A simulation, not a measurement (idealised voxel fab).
Herein follows the process module entitled voxel wiring stack.
We display cut, a cross-section 255 nm in width whose square cells are each 5 nm.
Bands, listed from the top down, are how a cross-section gets written in this document; the cross-section itself is a grid of square cells, and a band is one or more rows of them. It is stipulated that each band's entry specify, in nanometres, the height of the top of the band and then that of its bottom, followed by the materials of the band in left-to-right sequence, each together with its width in nanometres. A single material marked by the word "everywhere" is understood to fill the band from edge to edge; the word "air" is understood to denote empty space. Height reference: 0 = level under which incoming wafer is all one material. Lowest band: no bottom, runs on downward, e.g. "0..down". The notation "30..40" denotes a width that varies across the rows of cells in the band, beginning at the first number in the top row, finishing at the second number in the bottom row, and changing by an identical amount from each row to the next. The cross-section has no changed cell in any step marked "changes: none". Voids not open to the top, 8 cells minimum: see "Closed void register". Written width x height at distance; distance is from the left edge; nm. Note: text after step settings on the step line = simulator remark on that step. The optional step-line setting "overlay nm" applies to steps with a mask and quantifies how far to the right of its planned location the mask lay, a negative value indicating leftward placement.

BELOW IS THE LIST OF PLANNED PROCESS STEPS
1) RECEIVE [material Si]
2) CONFORMAL_DEP [material SiO2] [thk nm 15]
3) DIRECTIONAL_DEP [material TiN] [thk nm 5]
4) DIRECTIONAL_DEP [material Ru] [thk nm 20]
5) MASKED_ETCH [tone cover] [mask id METAL_1] [width nm 30] [pitch nm 60] [etch materials Ru] [depth nm 20] [overlay nm 0]
6) MASKED_ETCH [tone cover] [mask id METAL_1] [width nm 30] [pitch nm 60] [etch materials TiN] [depth nm 5] [overlay nm 0]
7) CONFORMAL_DEP [material SiN] [thk nm 5]
8) FILL_DEP [material SiO2] [thk nm 10]
9) CMP [height nm 40]
10) CONFORMAL_DEP [material SiCN] [thk nm 5]
11) DIRECTIONAL_DEP [material lowk] [thk nm 30]
12) PATTERN [tone open] [mask id METAL_2] [material resist] [width nm 30] [pitch nm 60] [thk nm 15] [overlay nm 0]
13) DIRECTIONAL_ETCH [etch materials lowk] [depth nm 20]
14) STRIP [etch materials resist]
15) MASKED_ETCH [tone open] [mask id METAL_2_HOLES] [width nm 15] [pitch nm 120] [etch materials lowk] [depth nm 10] [overlay nm 0]
16) MASKED_ETCH [tone open] [mask id METAL_2_HOLES] [width nm 15] [pitch nm 120] [etch materials SiCN] [depth nm 5] [overlay nm 0]
17) CONFORMAL_DEP [material TiN] [thk nm 5]
18) FILL_DEP [material Cu] [thk nm 5]
19) CMP [height nm 75]
20) CONFORMAL_DEP [material SiCN] [thk nm 5]
21) DIRECTIONAL_DEP [material SiO2] [thk nm 30]
22) MASKED_ETCH [tone open] [mask id METAL_3] [width nm 30] [pitch nm 60] [etch materials SiO2] [depth nm 15] [overlay nm 0]
23) MASKED_ETCH [tone open] [mask id METAL_3_HOLES] [width nm 15] [pitch nm 120] [etch materials SiO2] [depth nm 15] [overlay nm 0]
24) MASKED_ETCH [tone open] [mask id METAL_3_HOLES] [width nm 15] [pitch nm 120] [etch materials SiCN] [depth nm 5] [overlay nm 0]
25) CONFORMAL_DEP [material TiN] [thk nm 5]
26) FILL_DEP [material Cu] [thk nm 10]
27) CMP [height nm 110]
28) CONFORMAL_DEP [material SiCN] [thk nm 5]
29) DIRECTIONAL_DEP [material SiO2] [thk nm 30]
30) PATTERN [tone open] [mask id METAL_4] [material resist] [width nm 30] [pitch nm 60] [thk nm 15] [overlay nm 0]
31) DIRECTIONAL_ETCH [etch materials SiO2] [depth nm 15]
32) STRIP [etch materials resist]
33) MASKED_ETCH [tone open] [mask id METAL_4_HOLES] [width nm 15] [pitch nm 60] [etch materials SiO2] [depth nm 15] [overlay nm 0]
34) MASKED_ETCH [tone open] [mask id METAL_4_HOLES] [width nm 15] [pitch nm 60] [etch materials SiCN] [depth nm 5] [overlay nm 0]
35) CONFORMAL_DEP [material TiN] [thk nm 5]
36) FILL_DEP [material Cu] [thk nm 10]
37) CMP [height nm 145]
38) CONFORMAL_DEP [material SiN] [thk nm 5]

FIRST OF THE TWO WAFERS, RUN PER PLAN

RECEIVED-STATE CROSS-SECTION, REFLECTING COMPLETION OF STEP 1
	0..down  Si everywhere
	Closed void register: none

CROSS-SECTION OF THE WAFER SUBSEQUENT TO STEP 2
	15..0  SiO2 everywhere
	At heights below 0, the structure remains unaltered.

CROSS-SECTION OF THE WAFER SUBSEQUENT TO STEP 3
	20..15  TiN everywhere
	At heights below 15, the structure remains unaltered.

CROSS-SECTION OF THE WAFER SUBSEQUENT TO STEP 4
	40..20  Ru everywhere
	At heights below 20, the structure remains unaltered.

CROSS-SECTION OF THE WAFER SUBSEQUENT TO STEP 5
	40..20  air 20 nm / Ru 30 nm / air 30 nm / Ru 30 nm / air 30 nm / Ru 30 nm / air 30 nm / Ru 30 nm / air 25 nm
	At heights below 20, the structure remains unaltered.

CROSS-SECTION OF THE WAFER SUBSEQUENT TO STEP 6
	40..20  air 20 nm / Ru 30 nm / air 30 nm / Ru 30 nm / air 30 nm / Ru 30 nm / air 30 nm / Ru 30 nm / air 25 nm
	20..15  air 20 nm / TiN 30 nm / air 30 nm / TiN 30 nm / air 30 nm / TiN 30 nm / air 30 nm / TiN 30 nm / air 25 nm
	At heights below 15, the structure remains unaltered.

CROSS-SECTION OF THE WAFER SUBSEQUENT TO STEP 7
	45..40  air 15 nm / SiN 40 nm / air 20 nm / SiN 40 nm / air 20 nm / SiN 40 nm / air 20 nm / SiN 40 nm / air 20 nm
	40..20  air 15 nm / SiN 5 nm / Ru 30 nm / SiN 5 nm / air 20 nm / SiN 5 nm / Ru 30 nm / SiN 5 nm / air 20 nm / SiN 5 nm / Ru 30 nm / SiN 5 nm / air 20 nm / SiN 5 nm / Ru 30 nm / SiN 5 nm / air 20 nm
	20..15  SiN 20 nm / TiN 30 nm / SiN 30 nm / TiN 30 nm / SiN 30 nm / TiN 30 nm / SiN 30 nm / TiN 30 nm / SiN 25 nm
	At heights below 15, the structure remains unaltered.

CROSS-SECTION OF THE WAFER SUBSEQUENT TO STEP 8
	55..45  SiO2 everywhere
	45..40  SiO2 15 nm / SiN 40 nm / SiO2 20 nm / SiN 40 nm / SiO2 20 nm / SiN 40 nm / SiO2 20 nm / SiN 40 nm / SiO2 20 nm
	40..20  SiO2 15 nm / SiN 5 nm / Ru 30 nm / SiN 5 nm / SiO2 20 nm / SiN 5 nm / Ru 30 nm / SiN 5 nm / SiO2 20 nm / SiN 5 nm / Ru 30 nm / SiN 5 nm / SiO2 20 nm / SiN 5 nm / Ru 30 nm / SiN 5 nm / SiO2 20 nm
	At heights below 20, the structure remains unaltered.

CROSS-SECTION OF THE WAFER SUBSEQUENT TO STEP 9
	40..20  SiO2 15 nm / SiN 5 nm / Ru 30 nm / SiN 5 nm / SiO2 20 nm / SiN 5 nm / Ru 30 nm / SiN 5 nm / SiO2 20 nm / SiN 5 nm / Ru 30 nm / SiN 5 nm / SiO2 20 nm / SiN 5 nm / Ru 30 nm / SiN 5 nm / SiO2 20 nm
	At heights below 20, the structure remains unaltered.

CROSS-SECTION OF THE WAFER SUBSEQUENT TO STEP 10
	45..40  SiCN everywhere
	At heights below 40, the structure remains unaltered.

CROSS-SECTION OF THE WAFER SUBSEQUENT TO STEP 11
	75..45  lowk everywhere
	At heights below 45, the structure remains unaltered.

CROSS-SECTION OF THE WAFER SUBSEQUENT TO STEP 12
	90..75  resist 20 nm / air 30 nm / resist 30 nm / air 30 nm / resist 30 nm / air 30 nm / resist 30 nm / air 30 nm / resist 25 nm
	At heights below 75, the structure remains unaltered.

CROSS-SECTION OF THE WAFER SUBSEQUENT TO STEP 13
	90..75  resist 20 nm / air 30 nm / resist 30 nm / air 30 nm / resist 30 nm / air 30 nm / resist 30 nm / air 30 nm / resist 25 nm
	75..55  lowk 20 nm / air 30 nm / lowk 30 nm / air 30 nm / lowk 30 nm / air 30 nm / lowk 30 nm / air 30 nm / lowk 25 nm
	At heights below 55, the structure remains unaltered.

CROSS-SECTION OF THE WAFER SUBSEQUENT TO STEP 14
	75..55  lowk 20 nm / air 30 nm / lowk 30 nm / air 30 nm / lowk 30 nm / air 30 nm / lowk 30 nm / air 30 nm / lowk 25 nm
	At heights below 55, the structure remains unaltered.

CROSS-SECTION OF THE WAFER SUBSEQUENT TO STEP 15
	75..55  lowk 20 nm / air 30 nm / lowk 30 nm / air 30 nm / lowk 30 nm / air 30 nm / lowk 30 nm / air 30 nm / lowk 25 nm
	55..45  lowk 20 nm / air 15 nm / lowk 105 nm / air 15 nm / lowk 100 nm
	At heights below 45, the structure remains unaltered.

CROSS-SECTION OF THE WAFER SUBSEQUENT TO STEP 16
	75..55  lowk 20 nm / air 30 nm / lowk 30 nm / air 30 nm / lowk 30 nm / air 30 nm / lowk 30 nm / air 30 nm / lowk 25 nm
	55..45  lowk 20 nm / air 15 nm / lowk 105 nm / air 15 nm / lowk 100 nm
	45..40  SiCN 20 nm / air 15 nm / SiCN 105 nm / air 15 nm / SiCN 100 nm
	At heights below 40, the structure remains unaltered.

CROSS-SECTION OF THE WAFER SUBSEQUENT TO STEP 17
	80..75  TiN 25 nm / air 20 nm / TiN 40 nm / air 20 nm / TiN 40 nm / air 20 nm / TiN 40 nm / air 20 nm / TiN 30 nm
	75..60  lowk 20 nm / TiN 5 nm / air 20 nm / TiN 5 nm / lowk 30 nm / TiN 5 nm / air 20 nm / TiN 5 nm / lowk 30 nm / TiN 5 nm / air 20 nm / TiN 5 nm / lowk 30 nm / TiN 5 nm / air 20 nm / TiN 5 nm / lowk 25 nm
	60..55  lowk 20 nm / TiN 5 nm / air 5 nm / TiN 20 nm / lowk 30 nm / TiN 30 nm / lowk 30 nm / TiN 5 nm / air 5 nm / TiN 20 nm / lowk 30 nm / TiN 30 nm / lowk 25 nm
	55..45  lowk 20 nm / TiN 5 nm / air 5 nm / TiN 5 nm / lowk 105 nm / TiN 5 nm / air 5 nm / TiN 5 nm / lowk 100 nm
	45..40  SiCN 20 nm / TiN 15 nm / SiCN 105 nm / TiN 15 nm / SiCN 100 nm
	At heights below 40, the structure remains unaltered.

CROSS-SECTION OF THE WAFER SUBSEQUENT TO STEP 18
	85..80  Cu everywhere
	80..75  TiN 25 nm / Cu 20 nm / TiN 40 nm / Cu 20 nm / TiN 40 nm / Cu 20 nm / TiN 40 nm / Cu 20 nm / TiN 30 nm
	75..60  lowk 20 nm / TiN 5 nm / Cu 20 nm / TiN 5 nm / lowk 30 nm / TiN 5 nm / Cu 20 nm / TiN 5 nm / lowk 30 nm / TiN 5 nm / Cu 20 nm / TiN 5 nm / lowk 30 nm / TiN 5 nm / Cu 20 nm / TiN 5 nm / lowk 25 nm
	60..55  lowk 20 nm / TiN 5 nm / Cu 5 nm / TiN 20 nm / lowk 30 nm / TiN 30 nm / lowk 30 nm / TiN 5 nm / Cu 5 nm / TiN 20 nm / lowk 30 nm / TiN 30 nm / lowk 25 nm
	55..45  lowk 20 nm / TiN 5 nm / Cu 5 nm / TiN 5 nm / lowk 105 nm / TiN 5 nm / Cu 5 nm / TiN 5 nm / lowk 100 nm
	At heights below 45, the structure remains unaltered.

CROSS-SECTION OF THE WAFER SUBSEQUENT TO STEP 19
	75..60  lowk 20 nm / TiN 5 nm / Cu 20 nm / TiN 5 nm / lowk 30 nm / TiN 5 nm / Cu 20 nm / TiN 5 nm / lowk 30 nm / TiN 5 nm / Cu 20 nm / TiN 5 nm / lowk 30 nm / TiN 5 nm / Cu 20 nm / TiN 5 nm / lowk 25 nm
	At heights below 60, the structure remains unaltered.

CROSS-SECTION OF THE WAFER SUBSEQUENT TO STEP 20
	80..75  SiCN everywhere
	At heights below 75, the structure remains unaltered.

CROSS-SECTION OF THE WAFER SUBSEQUENT TO STEP 21
	110..80  SiO2 everywhere
	At heights below 80, the structure remains unaltered.

CROSS-SECTION OF THE WAFER SUBSEQUENT TO STEP 22
	110..95  SiO2 20 nm / air 30 nm / SiO2 30 nm / air 30 nm / SiO2 30 nm / air 30 nm / SiO2 30 nm / air 30 nm / SiO2 25 nm
	At heights below 95, the structure remains unaltered.

CROSS-SECTION OF THE WAFER SUBSEQUENT TO STEP 23
	110..95  SiO2 20 nm / air 30 nm / SiO2 30 nm / air 30 nm / SiO2 30 nm / air 30 nm / SiO2 30 nm / air 30 nm / SiO2 25 nm
	95..80  SiO2 20 nm / air 15 nm / SiO2 105 nm / air 15 nm / SiO2 100 nm
	At heights below 80, the structure remains unaltered.

CROSS-SECTION OF THE WAFER SUBSEQUENT TO STEP 24
	110..95  SiO2 20 nm / air 30 nm / SiO2 30 nm / air 30 nm / SiO2 30 nm / air 30 nm / SiO2 30 nm / air 30 nm / SiO2 25 nm
	95..80  SiO2 20 nm / air 15 nm / SiO2 105 nm / air 15 nm / SiO2 100 nm
	80..75  SiCN 20 nm / air 15 nm / SiCN 105 nm / air 15 nm / SiCN 100 nm
	At heights below 75, the structure remains unaltered.

CROSS-SECTION OF THE WAFER SUBSEQUENT TO STEP 25
	115..110  TiN 25 nm / air 20 nm / TiN 40 nm / air 20 nm / TiN 40 nm / air 20 nm / TiN 40 nm / air 20 nm / TiN 30 nm
	110..100  SiO2 20 nm / TiN 5 nm / air 20 nm / TiN 5 nm / SiO2 30 nm / TiN 5 nm / air 20 nm / TiN 5 nm / SiO2 30 nm / TiN 5 nm / air 20 nm / TiN 5 nm / SiO2 30 nm / TiN 5 nm / air 20 nm / TiN 5 nm / SiO2 25 nm
	100..95  SiO2 20 nm / TiN 5 nm / air 5 nm / TiN 20 nm / SiO2 30 nm / TiN 30 nm / SiO2 30 nm / TiN 5 nm / air 5 nm / TiN 20 nm / SiO2 30 nm / TiN 30 nm / SiO2 25 nm
	95..80  SiO2 20 nm / TiN 5 nm / air 5 nm / TiN 5 nm / SiO2 105 nm / TiN 5 nm / air 5 nm / TiN 5 nm / SiO2 100 nm
	80..75  SiCN 20 nm / TiN 15 nm / SiCN 105 nm / TiN 15 nm / SiCN 100 nm
	At heights below 75, the structure remains unaltered.

CROSS-SECTION OF THE WAFER SUBSEQUENT TO STEP 26
	125..115  Cu everywhere
	115..110  TiN 25 nm / Cu 20 nm / TiN 40 nm / Cu 20 nm / TiN 40 nm / Cu 20 nm / TiN 40 nm / Cu 20 nm / TiN 30 nm
	110..100  SiO2 20 nm / TiN 5 nm / Cu 20 nm / TiN 5 nm / SiO2 30 nm / TiN 5 nm / Cu 20 nm / TiN 5 nm / SiO2 30 nm / TiN 5 nm / Cu 20 nm / TiN 5 nm / SiO2 30 nm / TiN 5 nm / Cu 20 nm / TiN 5 nm / SiO2 25 nm
	100..95  SiO2 20 nm / TiN 5 nm / Cu 5 nm / TiN 20 nm / SiO2 30 nm / TiN 30 nm / SiO2 30 nm / TiN 5 nm / Cu 5 nm / TiN 20 nm / SiO2 30 nm / TiN 30 nm / SiO2 25 nm
	95..80  SiO2 20 nm / TiN 5 nm / Cu 5 nm / TiN 5 nm / SiO2 105 nm / TiN 5 nm / Cu 5 nm / TiN 5 nm / SiO2 100 nm
	At heights below 80, the structure remains unaltered.

CROSS-SECTION OF THE WAFER SUBSEQUENT TO STEP 27
	110..100  SiO2 20 nm / TiN 5 nm / Cu 20 nm / TiN 5 nm / SiO2 30 nm / TiN 5 nm / Cu 20 nm / TiN 5 nm / SiO2 30 nm / TiN 5 nm / Cu 20 nm / TiN 5 nm / SiO2 30 nm / TiN 5 nm / Cu 20 nm / TiN 5 nm / SiO2 25 nm
	At heights below 100, the structure remains unaltered.

CROSS-SECTION OF THE WAFER SUBSEQUENT TO STEP 28
	115..110  SiCN everywhere
	At heights below 110, the structure remains unaltered.

CROSS-SECTION OF THE WAFER SUBSEQUENT TO STEP 29
	145..115  SiO2 everywhere
	At heights below 115, the structure remains unaltered.

CROSS-SECTION OF THE WAFER SUBSEQUENT TO STEP 30
	160..145  resist 20 nm / air 30 nm / resist 30 nm / air 30 nm / resist 30 nm / air 30 nm / resist 30 nm / air 30 nm / resist 25 nm
	At heights below 145, the structure remains unaltered.

CROSS-SECTION OF THE WAFER SUBSEQUENT TO STEP 31
	160..145  resist 20 nm / air 30 nm / resist 30 nm / air 30 nm / resist 30 nm / air 30 nm / resist 30 nm / air 30 nm / resist 25 nm
	145..130  SiO2 20 nm / air 30 nm / SiO2 30 nm / air 30 nm / SiO2 30 nm / air 30 nm / SiO2 30 nm / air 30 nm / SiO2 25 nm
	At heights below 130, the structure remains unaltered.

CROSS-SECTION OF THE WAFER SUBSEQUENT TO STEP 32
	145..130  SiO2 20 nm / air 30 nm / SiO2 30 nm / air 30 nm / SiO2 30 nm / air 30 nm / SiO2 30 nm / air 30 nm / SiO2 25 nm
	At heights below 130, the structure remains unaltered.

CROSS-SECTION OF THE WAFER SUBSEQUENT TO STEP 33
	145..130  SiO2 20 nm / air 30 nm / SiO2 30 nm / air 30 nm / SiO2 30 nm / air 30 nm / SiO2 30 nm / air 30 nm / SiO2 25 nm
	130..115  SiO2 20 nm / air 15 nm / SiO2 45 nm / air 15 nm / SiO2 45 nm / air 15 nm / SiO2 45 nm / air 15 nm / SiO2 40 nm
	At heights below 115, the structure remains unaltered.

CROSS-SECTION OF THE WAFER SUBSEQUENT TO STEP 34
	145..130  SiO2 20 nm / air 30 nm / SiO2 30 nm / air 30 nm / SiO2 30 nm / air 30 nm / SiO2 30 nm / air 30 nm / SiO2 25 nm
	130..115  SiO2 20 nm / air 15 nm / SiO2 45 nm / air 15 nm / SiO2 45 nm / air 15 nm / SiO2 45 nm / air 15 nm / SiO2 40 nm
	115..110  SiCN 20 nm / air 15 nm / SiCN 45 nm / air 15 nm / SiCN 45 nm / air 15 nm / SiCN 45 nm / air 15 nm / SiCN 40 nm
	At heights below 110, the structure remains unaltered.

CROSS-SECTION OF THE WAFER SUBSEQUENT TO STEP 35
	150..145  TiN 25 nm / air 20 nm / TiN 40 nm / air 20 nm / TiN 40 nm / air 20 nm / TiN 40 nm / air 20 nm / TiN 30 nm
	145..135  SiO2 20 nm / TiN 5 nm / air 20 nm / TiN 5 nm / SiO2 30 nm / TiN 5 nm / air 20 nm / TiN 5 nm / SiO2 30 nm / TiN 5 nm / air 20 nm / TiN 5 nm / SiO2 30 nm / TiN 5 nm / air 20 nm / TiN 5 nm / SiO2 25 nm
	135..130  SiO2 20 nm / TiN 5 nm / air 5 nm / TiN 20 nm / SiO2 30 nm / TiN 5 nm / air 5 nm / TiN 20 nm / SiO2 30 nm / TiN 5 nm / air 5 nm / TiN 20 nm / SiO2 30 nm / TiN 5 nm / air 5 nm / TiN 20 nm / SiO2 25 nm
	130..115  SiO2 20 nm / TiN 5 nm / air 5 nm / TiN 5 nm / SiO2 45 nm / TiN 5 nm / air 5 nm / TiN 5 nm / SiO2 45 nm / TiN 5 nm / air 5 nm / TiN 5 nm / SiO2 45 nm / TiN 5 nm / air 5 nm / TiN 5 nm / SiO2 40 nm
	115..110  SiCN 20 nm / TiN 15 nm / SiCN 45 nm / TiN 15 nm / SiCN 45 nm / TiN 15 nm / SiCN 45 nm / TiN 15 nm / SiCN 40 nm
	At heights below 110, the structure remains unaltered.

CROSS-SECTION OF THE WAFER SUBSEQUENT TO STEP 36
	160..150  Cu everywhere
	150..145  TiN 25 nm / Cu 20 nm / TiN 40 nm / Cu 20 nm / TiN 40 nm / Cu 20 nm / TiN 40 nm / Cu 20 nm / TiN 30 nm
	145..135  SiO2 20 nm / TiN 5 nm / Cu 20 nm / TiN 5 nm / SiO2 30 nm / TiN 5 nm / Cu 20 nm / TiN 5 nm / SiO2 30 nm / TiN 5 nm / Cu 20 nm / TiN 5 nm / SiO2 30 nm / TiN 5 nm / Cu 20 nm / TiN 5 nm / SiO2 25 nm
	135..130  SiO2 20 nm / TiN 5 nm / Cu 5 nm / TiN 20 nm / SiO2 30 nm / TiN 5 nm / Cu 5 nm / TiN 20 nm / SiO2 30 nm / TiN 5 nm / Cu 5 nm / TiN 20 nm / SiO2 30 nm / TiN 5 nm / Cu 5 nm / TiN 20 nm / SiO2 25 nm
	130..115  SiO2 20 nm / TiN 5 nm / Cu 5 nm / TiN 5 nm / SiO2 45 nm / TiN 5 nm / Cu 5 nm / TiN 5 nm / SiO2 45 nm / TiN 5 nm / Cu 5 nm / TiN 5 nm / SiO2 45 nm / TiN 5 nm / Cu 5 nm / TiN 5 nm / SiO2 40 nm
	At heights below 115, the structure remains unaltered.

CROSS-SECTION OF THE WAFER SUBSEQUENT TO STEP 37
	145..135  SiO2 20 nm / TiN 5 nm / Cu 20 nm / TiN 5 nm / SiO2 30 nm / TiN 5 nm / Cu 20 nm / TiN 5 nm / SiO2 30 nm / TiN 5 nm / Cu 20 nm / TiN 5 nm / SiO2 30 nm / TiN 5 nm / Cu 20 nm / TiN 5 nm / SiO2 25 nm
	At heights below 135, the structure remains unaltered.

CROSS-SECTION OF THE WAFER SUBSEQUENT TO STEP 38
	150..145  SiN everywhere
	At heights below 145, the structure remains unaltered.

THE SECOND WAFER WAS PREPARED FROM THE SAME STARTING POINT AND UNDER THE SAME PLAN AS THE FIRST; ITS PROCESSING CONTAINED ONE MISTAKE, AND IT REMAINS INDISTINGUISHABLE FROM THE FIRST WAFER UP TO AND INCLUDING STEP 20

AT THE PLANNED END OF STEP 21, THE SECOND WAFER IN CROSS-SECTION
	140..80  SiO2 everywhere
	At heights below 80, the structure remains unaltered.

AT THE PLANNED END OF STEP 22, THE SECOND WAFER IN CROSS-SECTION
	140..125  SiO2 20 nm / air 30 nm / SiO2 30 nm / air 30 nm / SiO2 30 nm / air 30 nm / SiO2 30 nm / air 30 nm / SiO2 25 nm
	At heights below 125, the structure remains unaltered.

AT THE PLANNED END OF STEP 23, THE SECOND WAFER IN CROSS-SECTION
	140..125  SiO2 20 nm / air 30 nm / SiO2 30 nm / air 30 nm / SiO2 30 nm / air 30 nm / SiO2 30 nm / air 30 nm / SiO2 25 nm
	125..110  SiO2 20 nm / air 15 nm / SiO2 105 nm / air 15 nm / SiO2 100 nm
	At heights below 110, the structure remains unaltered.

At the planned end of step 24, the second wafer in cross-section: changes: none

AT THE PLANNED END OF STEP 25, THE SECOND WAFER IN CROSS-SECTION
	145..140  TiN 25 nm / air 20 nm / TiN 40 nm / air 20 nm / TiN 40 nm / air 20 nm / TiN 40 nm / air 20 nm / TiN 30 nm
	140..130  SiO2 20 nm / TiN 5 nm / air 20 nm / TiN 5 nm / SiO2 30 nm / TiN 5 nm / air 20 nm / TiN 5 nm / SiO2 30 nm / TiN 5 nm / air 20 nm / TiN 5 nm / SiO2 30 nm / TiN 5 nm / air 20 nm / TiN 5 nm / SiO2 25 nm
	130..125  SiO2 20 nm / TiN 5 nm / air 5 nm / TiN 20 nm / SiO2 30 nm / TiN 30 nm / SiO2 30 nm / TiN 5 nm / air 5 nm / TiN 20 nm / SiO2 30 nm / TiN 30 nm / SiO2 25 nm
	125..115  SiO2 20 nm / TiN 5 nm / air 5 nm / TiN 5 nm / SiO2 105 nm / TiN 5 nm / air 5 nm / TiN 5 nm / SiO2 100 nm
	115..110  SiO2 20 nm / TiN 15 nm / SiO2 105 nm / TiN 15 nm / SiO2 100 nm
	At heights below 110, the structure remains unaltered.

AT THE PLANNED END OF STEP 26, THE SECOND WAFER IN CROSS-SECTION
	155..145  Cu everywhere
	145..140  TiN 25 nm / Cu 20 nm / TiN 40 nm / Cu 20 nm / TiN 40 nm / Cu 20 nm / TiN 40 nm / Cu 20 nm / TiN 30 nm
	140..130  SiO2 20 nm / TiN 5 nm / Cu 20 nm / TiN 5 nm / SiO2 30 nm / TiN 5 nm / Cu 20 nm / TiN 5 nm / SiO2 30 nm / TiN 5 nm / Cu 20 nm / TiN 5 nm / SiO2 30 nm / TiN 5 nm / Cu 20 nm / TiN 5 nm / SiO2 25 nm
	130..125  SiO2 20 nm / TiN 5 nm / Cu 5 nm / TiN 20 nm / SiO2 30 nm / TiN 30 nm / SiO2 30 nm / TiN 5 nm / Cu 5 nm / TiN 20 nm / SiO2 30 nm / TiN 30 nm / SiO2 25 nm
	125..115  SiO2 20 nm / TiN 5 nm / Cu 5 nm / TiN 5 nm / SiO2 105 nm / TiN 5 nm / Cu 5 nm / TiN 5 nm / SiO2 100 nm
	At heights below 115, the structure remains unaltered.

AT THE PLANNED END OF STEP 27, THE SECOND WAFER IN CROSS-SECTION
	110..80  SiO2 everywhere
	At heights below 80, the structure remains unaltered.

AT THE PLANNED END OF STEP 28, THE SECOND WAFER IN CROSS-SECTION
	115..110  SiCN everywhere
	At heights below 110, the structure remains unaltered.

AT THE PLANNED END OF STEP 29, THE SECOND WAFER IN CROSS-SECTION
	145..115  SiO2 everywhere
	At heights below 115, the structure remains unaltered.

AT THE PLANNED END OF STEP 30, THE SECOND WAFER IN CROSS-SECTION
	160..145  resist 20 nm / air 30 nm / resist 30 nm / air 30 nm / resist 30 nm / air 30 nm / resist 30 nm / air 30 nm / resist 25 nm
	At heights below 145, the structure remains unaltered.

AT THE PLANNED END OF STEP 31, THE SECOND WAFER IN CROSS-SECTION
	160..145  resist 20 nm / air 30 nm / resist 30 nm / air 30 nm / resist 30 nm / air 30 nm / resist 30 nm / air 30 nm / resist 25 nm
	145..130  SiO2 20 nm / air 30 nm / SiO2 30 nm / air 30 nm / SiO2 30 nm / air 30 nm / SiO2 30 nm / air 30 nm / SiO2 25 nm
	At heights below 130, the structure remains unaltered.

AT THE PLANNED END OF STEP 32, THE SECOND WAFER IN CROSS-SECTION
	145..130  SiO2 20 nm / air 30 nm / SiO2 30 nm / air 30 nm / SiO2 30 nm / air 30 nm / SiO2 30 nm / air 30 nm / SiO2 25 nm
	At heights below 130, the structure remains unaltered.

AT THE PLANNED END OF STEP 33, THE SECOND WAFER IN CROSS-SECTION
	145..130  SiO2 20 nm / air 30 nm / SiO2 30 nm / air 30 nm / SiO2 30 nm / air 30 nm / SiO2 30 nm / air 30 nm / SiO2 25 nm
	130..115  SiO2 20 nm / air 15 nm / SiO2 45 nm / air 15 nm / SiO2 45 nm / air 15 nm / SiO2 45 nm / air 15 nm / SiO2 40 nm
	At heights below 115, the structure remains unaltered.

AT THE PLANNED END OF STEP 34, THE SECOND WAFER IN CROSS-SECTION
	145..130  SiO2 20 nm / air 30 nm / SiO2 30 nm / air 30 nm / SiO2 30 nm / air 30 nm / SiO2 30 nm / air 30 nm / SiO2 25 nm
	130..115  SiO2 20 nm / air 15 nm / SiO2 45 nm / air 15 nm / SiO2 45 nm / air 15 nm / SiO2 45 nm / air 15 nm / SiO2 40 nm
	115..110  SiCN 20 nm / air 15 nm / SiCN 45 nm / air 15 nm / SiCN 45 nm / air 15 nm / SiCN 45 nm / air 15 nm / SiCN 40 nm
	At heights below 110, the structure remains unaltered.

AT THE PLANNED END OF STEP 35, THE SECOND WAFER IN CROSS-SECTION
	150..145  TiN 25 nm / air 20 nm / TiN 40 nm / air 20 nm / TiN 40 nm / air 20 nm / TiN 40 nm / air 20 nm / TiN 30 nm
	145..135  SiO2 20 nm / TiN 5 nm / air 20 nm / TiN 5 nm / SiO2 30 nm / TiN 5 nm / air 20 nm / TiN 5 nm / SiO2 30 nm / TiN 5 nm / air 20 nm / TiN 5 nm / SiO2 30 nm / TiN 5 nm / air 20 nm / TiN 5 nm / SiO2 25 nm
	135..130  SiO2 20 nm / TiN 5 nm / air 5 nm / TiN 20 nm / SiO2 30 nm / TiN 5 nm / air 5 nm / TiN 20 nm / SiO2 30 nm / TiN 5 nm / air 5 nm / TiN 20 nm / SiO2 30 nm / TiN 5 nm / air 5 nm / TiN 20 nm / SiO2 25 nm
	130..115  SiO2 20 nm / TiN 5 nm / air 5 nm / TiN 5 nm / SiO2 45 nm / TiN 5 nm / air 5 nm / TiN 5 nm / SiO2 45 nm / TiN 5 nm / air 5 nm / TiN 5 nm / SiO2 45 nm / TiN 5 nm / air 5 nm / TiN 5 nm / SiO2 40 nm
	115..110  SiCN 20 nm / TiN 15 nm / SiCN 45 nm / TiN 15 nm / SiCN 45 nm / TiN 15 nm / SiCN 45 nm / TiN 15 nm / SiCN 40 nm
	At heights below 110, the structure remains unaltered.

AT THE PLANNED END OF STEP 36, THE SECOND WAFER IN CROSS-SECTION
	160..150  Cu everywhere
	150..145  TiN 25 nm / Cu 20 nm / TiN 40 nm / Cu 20 nm / TiN 40 nm / Cu 20 nm / TiN 40 nm / Cu 20 nm / TiN 30 nm
	145..135  SiO2 20 nm / TiN 5 nm / Cu 20 nm / TiN 5 nm / SiO2 30 nm / TiN 5 nm / Cu 20 nm / TiN 5 nm / SiO2 30 nm / TiN 5 nm / Cu 20 nm / TiN 5 nm / SiO2 30 nm / TiN 5 nm / Cu 20 nm / TiN 5 nm / SiO2 25 nm
	135..130  SiO2 20 nm / TiN 5 nm / Cu 5 nm / TiN 20 nm / SiO2 30 nm / TiN 5 nm / Cu 5 nm / TiN 20 nm / SiO2 30 nm / TiN 5 nm / Cu 5 nm / TiN 20 nm / SiO2 30 nm / TiN 5 nm / Cu 5 nm / TiN 20 nm / SiO2 25 nm
	130..115  SiO2 20 nm / TiN 5 nm / Cu 5 nm / TiN 5 nm / SiO2 45 nm / TiN 5 nm / Cu 5 nm / TiN 5 nm / SiO2 45 nm / TiN 5 nm / Cu 5 nm / TiN 5 nm / SiO2 45 nm / TiN 5 nm / Cu 5 nm / TiN 5 nm / SiO2 40 nm
	At heights below 115, the structure remains unaltered.

AT THE PLANNED END OF STEP 37, THE SECOND WAFER IN CROSS-SECTION
	145..135  SiO2 20 nm / TiN 5 nm / Cu 20 nm / TiN 5 nm / SiO2 30 nm / TiN 5 nm / Cu 20 nm / TiN 5 nm / SiO2 30 nm / TiN 5 nm / Cu 20 nm / TiN 5 nm / SiO2 30 nm / TiN 5 nm / Cu 20 nm / TiN 5 nm / SiO2 25 nm
	At heights below 135, the structure remains unaltered.

AT THE PLANNED END OF STEP 38, THE SECOND WAFER IN CROSS-SECTION
	150..145  SiN everywhere
	At heights below 145, the structure remains unaltered.
What went wrong in running the wafer? the plan's step 21 ran twice
Count the cells at the end and the second wafer has more or fewer of some materials than the first: Cu: 40 fewer, SiCN: 6 more, SiO2: 90 more, TiN: 56 fewer
